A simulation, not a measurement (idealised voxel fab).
Name of the process module below: voxel self aligned vias
It is cross-section cut that appears here, measuring 200 nm in width, its square cells being 5 nm in size.
We lay out every cross-section as a grid of square cells and spell it out in bands from the top down, where one band means one or more rows of cells. Band: top height; bottom height; in nm. Then, left to right: material with width in nm, for each material. "all across": a single material spanning edge to edge. "air": empty space. The level at which height equals 0 is the one under which the wafer, as it arrives, is entirely one material. No lower edge exists for the bottom band, which continues downward and is notated as in "z 0 and below". Width: "30..40" (first number = top row, second number = bottom row, same change from row to row of cells). "changes: none" (step): cross-section cells unchanged, all of them. "Closed cavities" means: voids of 8 cells or more that are shut off from the top with no open way through. Written width x height at distance, distance from the left edge, in nm. Note: text after step settings on the step line = simulator remark on that step. When a step includes a mask, the "overlay nm" setting on its line states how far to the right of its planned place that mask lay, and negative values state how far to the left.
The following list gives the planned process steps
1 RECEIVE | material Si
2 CONFORMAL_DEP | material SiO2 | thk nm 10
3 CONFORMAL_DEP | material SiCN | thk nm 5
4 DIRECTIONAL_DEP | material lowk | thk nm 30
5 DIRECTIONAL_DEP | material aC | thk nm 15
6 PATTERN | tone open | mask id LINES | material resist | width nm 20 | pitch nm 60 | thk nm 35 | overlay nm 0
7 DIRECTIONAL_ETCH | etch materials aC | depth nm 15
8 STRIP | etch materials resist
9 DIRECTIONAL_ETCH | etch materials lowk | depth nm 30
10 STRIP | etch materials aC
11 CONFORMAL_DEP | material TiN | thk nm 5
12 FILL_DEP | material W | thk nm 5
13 CMP | height nm 45
14 SELECTIVE_ETCH | etch materials W Ru TiN | depth nm 10
15 FILL_DEP | material SiN | thk nm 10
16 CMP | height nm 45
17 DIRECTIONAL_DEP | material lowk | thk nm 20
18 DIRECTIONAL_DEP | material aC | thk nm 10
19 PATTERN | tone open | mask id VIAS | material resist | width nm 30 | thk nm 25 | overlay nm 0
20 DIRECTIONAL_ETCH | etch materials aC | depth nm 10
21 STRIP | etch materials resist
22 DIRECTIONAL_ETCH | etch materials lowk | depth nm 20
23 DIRECTIONAL_ETCH | etch materials SiN | depth nm 10
24 STRIP | etch materials aC
25 CONFORMAL_DEP | material TiN | thk nm 5
26 FILL_DEP | material Ru | thk nm 5
27 CMP | height nm 65
28 CONFORMAL_DEP | material SiN | thk nm 5
First out of two wafers; run went to plan
Cross-section of the wafer upon arrival, representing the state reached after step 1
- z 0 and below | Si all across
- Closed cavities: none
Cross-section through the wafer, step 2 finished
- z 10 to 0 | SiO2 all across
- At heights below 0, the structure remains unaltered.
Cross-section through the wafer, step 3 finished
- z 15 to 10 | SiCN all across
- At heights below 10, the structure remains unaltered.
Cross-section through the wafer, step 4 finished
- z 45 to 15 | lowk all across
- At heights below 15, the structure remains unaltered.
Cross-section through the wafer, step 5 finished
- z 60 to 45 | aC all across
- At heights below 45, the structure remains unaltered.
Cross-section through the wafer, step 6 finished
- z 95 to 60 | 60 nm resist, then 20 nm air, then 40 nm resist, then 20 nm air, then 60 nm resist
- At heights below 60, the structure remains unaltered.
Cross-section through the wafer, step 7 finished
- z 80 to 60 | 60 nm resist, then 20 nm air, then 40 nm resist, then 20 nm air, then 60 nm resist
- z 60 to 45 | 60 nm aC, then 20 nm air, then 40 nm aC, then 20 nm air, then 60 nm aC
- At heights below 45, the structure remains unaltered.
Cross-section through the wafer, step 8 finished
- z 60 to 45 | 60 nm aC, then 20 nm air, then 40 nm aC, then 20 nm air, then 60 nm aC
- At heights below 45, the structure remains unaltered.
Cross-section through the wafer, step 9 finished
- z 60 to 45 | 60 nm aC, then 20 nm air, then 40 nm aC, then 20 nm air, then 60 nm aC
- z 45 to 15 | 60 nm lowk, then 20 nm air, then 40 nm lowk, then 20 nm air, then 60 nm lowk
- At heights below 15, the structure remains unaltered.
Cross-section through the wafer, step 10 finished
- z 45 to 15 | 60 nm lowk, then 20 nm air, then 40 nm lowk, then 20 nm air, then 60 nm lowk
- At heights below 15, the structure remains unaltered.
Cross-section through the wafer, step 11 finished
- z 50 to 45 | 65 nm TiN, then 10 nm air, then 50 nm TiN, then 10 nm air, then 65 nm TiN
- z 45 to 20 | 60 nm lowk, then 5 nm TiN, then 10 nm air, then 5 nm TiN, then 40 nm lowk, then 5 nm TiN, then 10 nm air, then 5 nm TiN, then 60 nm lowk
- z 20 to 15 | 60 nm lowk, then 20 nm TiN, then 40 nm lowk, then 20 nm TiN, then 60 nm lowk
- At heights below 15, the structure remains unaltered.
Cross-section through the wafer, step 12 finished
- z 55 to 50 | W all across
- z 50 to 45 | 65 nm TiN, then 10 nm W, then 50 nm TiN, then 10 nm W, then 65 nm TiN
- z 45 to 20 | 60 nm lowk, then 5 nm TiN, then 10 nm W, then 5 nm TiN, then 40 nm lowk, then 5 nm TiN, then 10 nm W, then 5 nm TiN, then 60 nm lowk
- At heights below 20, the structure remains unaltered.
Cross-section through the wafer, step 13 finished
- z 45 to 20 | 60 nm lowk, then 5 nm TiN, then 10 nm W, then 5 nm TiN, then 40 nm lowk, then 5 nm TiN, then 10 nm W, then 5 nm TiN, then 60 nm lowk
- At heights below 20, the structure remains unaltered.
Cross-section through the wafer, step 14 finished
- z 45 to 35 | 60 nm lowk, then 20 nm air, then 40 nm lowk, then 20 nm air, then 60 nm lowk
- At heights below 35, the structure remains unaltered.
Cross-section through the wafer, step 15 finished
- z 55 to 45 | SiN all across
- z 45 to 35 | 60 nm lowk, then 20 nm SiN, then 40 nm lowk, then 20 nm SiN, then 60 nm lowk
- At heights below 35, the structure remains unaltered.
Cross-section through the wafer, step 16 finished
- z 45 to 35 | 60 nm lowk, then 20 nm SiN, then 40 nm lowk, then 20 nm SiN, then 60 nm lowk
- At heights below 35, the structure remains unaltered.
Cross-section through the wafer, step 17 finished
- z 65 to 45 | lowk all across
- At heights below 45, the structure remains unaltered.
Cross-section through the wafer, step 18 finished
- z 75 to 65 | aC all across
- At heights below 65, the structure remains unaltered.
Cross-section through the wafer, step 19 finished
- z 100 to 75 | 55 nm resist, then 30 nm air, then 115 nm resist
- At heights below 75, the structure remains unaltered.
Cross-section through the wafer, step 20 finished
- z 90 to 75 | 55 nm resist, then 30 nm air, then 115 nm resist
- z 75 to 65 | 55 nm aC, then 30 nm air, then 115 nm aC
- At heights below 65, the structure remains unaltered.
Cross-section through the wafer, step 21 finished
- z 75 to 65 | 55 nm aC, then 30 nm air, then 115 nm aC
- At heights below 65, the structure remains unaltered.
Cross-section through the wafer, step 22 finished
- z 75 to 65 | 55 nm aC, then 30 nm air, then 115 nm aC
- z 65 to 45 | 55 nm lowk, then 30 nm air, then 115 nm lowk
- At heights below 45, the structure remains unaltered.
Cross-section through the wafer, step 23 finished
- z 75 to 65 | 55 nm aC, then 30 nm air, then 115 nm aC
- z 65 to 45 | 55 nm lowk, then 30 nm air, then 115 nm lowk
- z 45 to 35 | 60 nm lowk, then 20 nm air, then 40 nm lowk, then 20 nm SiN, then 60 nm lowk
- At heights below 35, the structure remains unaltered.
Cross-section through the wafer, step 24 finished
- z 65 to 45 | 55 nm lowk, then 30 nm air, then 115 nm lowk
- At heights below 45, the structure remains unaltered.
Cross-section through the wafer, step 25 finished
- z 70 to 65 | 60 nm TiN, then 20 nm air, then 120 nm TiN
- z 65 to 50 | 55 nm lowk, then 5 nm TiN, then 20 nm air, then 5 nm TiN, then 115 nm lowk
- z 50 to 45 | 55 nm lowk, then 10 nm TiN, then 10 nm air, then 10 nm TiN, then 115 nm lowk
- z 45 to 40 | 60 nm lowk, then 5 nm TiN, then 10 nm air, then 5 nm TiN, then 40 nm lowk, then 20 nm SiN, then 60 nm lowk
- z 40 to 35 | 60 nm lowk, then 20 nm TiN, then 40 nm lowk, then 20 nm SiN, then 60 nm lowk
- At heights below 35, the structure remains unaltered.
Cross-section through the wafer, step 26 finished
- z 75 to 70 | Ru all across
- z 70 to 65 | 60 nm TiN, then 20 nm Ru, then 120 nm TiN
- z 65 to 50 | 55 nm lowk, then 5 nm TiN, then 20 nm Ru, then 5 nm TiN, then 115 nm lowk
- z 50 to 45 | 55 nm lowk, then 10 nm TiN, then 10 nm Ru, then 10 nm TiN, then 115 nm lowk
- z 45 to 40 | 60 nm lowk, then 5 nm TiN, then 10 nm Ru, then 5 nm TiN, then 40 nm lowk, then 20 nm SiN, then 60 nm lowk
- At heights below 40, the structure remains unaltered.
Cross-section through the wafer, step 27 finished
- z 65 to 50 | 55 nm lowk, then 5 nm TiN, then 20 nm Ru, then 5 nm TiN, then 115 nm lowk
- At heights below 50, the structure remains unaltered.
Cross-section through the wafer, step 28 finished
- z 70 to 65 | SiN all across
- At heights below 65, the structure remains unaltered.
Companion wafer, the second of two: same beginning, same intended sequence, one mistake in carrying it out; through step 22 inclusive it tracks the first exactly
The second wafer in cross-section, at the planned close of step 23
- z 75 to 65 | 55 nm aC, then 30 nm air, then 115 nm aC
- z 65 to 45 | 55 nm lowk, then 30 nm air, then 115 nm lowk
- z 45 to 40 | 60 nm lowk, then 20 nm air, then 40 nm lowk, then 20 nm SiN, then 60 nm lowk
- At heights below 40, the structure remains unaltered.
The second wafer in cross-section, at the planned close of step 24
- z 65 to 45 | 55 nm lowk, then 30 nm air, then 115 nm lowk
- At heights below 45, the structure remains unaltered.
The second wafer in cross-section, at the planned close of step 25
- z 70 to 65 | 60 nm TiN, then 20 nm air, then 120 nm TiN
- z 65 to 50 | 55 nm lowk, then 5 nm TiN, then 20 nm air, then 5 nm TiN, then 115 nm lowk
- z 50 to 45 | 55 nm lowk, then 10 nm TiN, then 10 nm air, then 10 nm TiN, then 115 nm lowk
- z 45 to 40 | 60 nm lowk, then 20 nm TiN, then 40 nm lowk, then 20 nm SiN, then 60 nm lowk
- At heights below 40, the structure remains unaltered.
The second wafer in cross-section, at the planned close of step 26
- z 75 to 70 | Ru all across
- z 70 to 65 | 60 nm TiN, then 20 nm Ru, then 120 nm TiN
- z 65 to 50 | 55 nm lowk, then 5 nm TiN, then 20 nm Ru, then 5 nm TiN, then 115 nm lowk
- z 50 to 45 | 55 nm lowk, then 10 nm TiN, then 10 nm Ru, then 10 nm TiN, then 115 nm lowk
- At heights below 45, the structure remains unaltered.
The second wafer in cross-section, at the planned close of step 27
- z 65 to 50 | 55 nm lowk, then 5 nm TiN, then 20 nm Ru, then 5 nm TiN, then 115 nm lowk
- At heights below 50, the structure remains unaltered.
The second wafer in cross-section, at the planned close of step 28
- z 70 to 65 | SiN all across
- At heights below 65, the structure remains unaltered.
Want to know what went wrong? so step 23 ended up running with a different setting than we planned, it ran as DIRECTIONAL_ETCH | etch materials SiN | depth nm 5
Heads up, by the end the second wafer has more or fewer cells of some materials compared to the first: -2 Ru | +4 SiN | -2 TiN
